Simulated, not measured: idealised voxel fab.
Process module name: voxel gate over fins
cross-section cut | 210 nm wide | cells 5 nm
Bands, listed from the top down, are how a cross-section gets written in this document; the cross-section itself is a grid of square cells, and a band is one or more rows of them.
Basically the band line says how high the top is and how high the bottom is, in nm, and then what's in it from left to right, every material with its width in nm. Empty space shows up as "air", and if a single material carries "all across" it runs the full band edge to edge.
Heights are measured from 0, the level below which the as-received wafer is all one material; the lowest band has no bottom and continues downward, written as in "0 -> down".
The expression "30 to 40" gives the width at the extremes of the band, the first number at its top row of cells and the second at its bottom row, with the width changing by equal amounts from each row to the next in between.
Take "no change" at face value: in the step it is given for, the cross-section changed in none of its cells.
The entry titled "Sealed-off cavities" provides the empty spaces that have no open way to the top, restricted to those of 8 cells or more. Each is presented as width x height at distance, the distance being measured from the left edge, with all three in nm.
It should be noted that, on the line of a given step, the content following the step's settings is a remark produced by the simulator itself with respect to that step.
overlay nm: mask offset rightward from planned place, masked step; negative means leftward offset.
LISTED BELOW ARE THE PROCESS STEPS AS PLANNED
| 1 | RECEIVE (material Si) |
| 2 | CONFORMAL_DEP (material SiN; thk nm 10) |
| 3 | MASKED_ETCH (tone cover; mask id FINS; width nm 15; pitch nm 35; etch materials SiN; depth nm 10; overlay nm 0) |
| 4 | MASKED_ETCH (tone cover; mask id FINS; width nm 15; pitch nm 35; etch materials Si; depth nm 40; overlay nm 0) |
| 5 | OXIDIZE (depth nm 5) |
| 6 | FILL_DEP (material SiO2; thk nm 10) |
| 7 | CMP (height nm 10) |
| 8 | SELECTIVE_ETCH (etch materials SiO2; depth nm 20) |
| 9 | STRIP (etch materials SiN) |
| 10 | CONFORMAL_DEP (material HfO2; thk nm 5) |
| 11 | CONFORMAL_DEP (material TiN; thk nm 5) |
| 12 | FILL_DEP (material W; thk nm 10) |
| 13 | CMP (height nm 15) |
| 14 | CONFORMAL_DEP (material SiCN; thk nm 10) |
CROSS-SECTIONAL VIEW OF THE WAFER IN ITS AS-RECEIVED CONDITION, CORRESPONDING TO THE STATE AFTER STEP 1
	0 -> down: Si all across
	Sealed-off cavities: none
THE PLAN ABOVE WAS CARRIED OUT ON THE STARTING STRUCTURE ABOVE WITH ONE MISTAKE, AND THIS CROSS-SECTION SHOWS THE WAFER AT THE END OF THE MODULE
	25 -> 15: SiCN all across
	15 -> 10: W all across
	10 -> 5: W 75 nm | TiN 30 nm | W 5 nm | TiN 30 nm | W 70 nm
	5 -> 0: W 75 nm | TiN 5 nm | HfO2 20 nm | TiN 5 nm | W 5 nm | TiN 5 nm | HfO2 20 nm | TiN 5 nm | W 70 nm
	0 -> -5: TiN 80 nm | HfO2 5 nm | Si 10 nm | HfO2 5 nm | TiN 15 nm | HfO2 5 nm | Si 10 nm | HfO2 5 nm | TiN 75 nm
	-5 -> -10: HfO2 85 nm | Si 10 nm | HfO2 25 nm | Si 10 nm | HfO2 80 nm
	-10 -> -45: SiO2 85 nm | Si 10 nm | SiO2 25 nm | Si 10 nm | SiO2 80 nm
	-45 -> down: Si all across
	Sealed-off cavities: none
Nonconformance to the process plan: step 3 was not run as planned; what actually ran was MASKED_ETCH (tone cover; mask id FINS; width nm 20; pitch nm 35; etch materials SiN; depth nm 10; overlay nm 0)
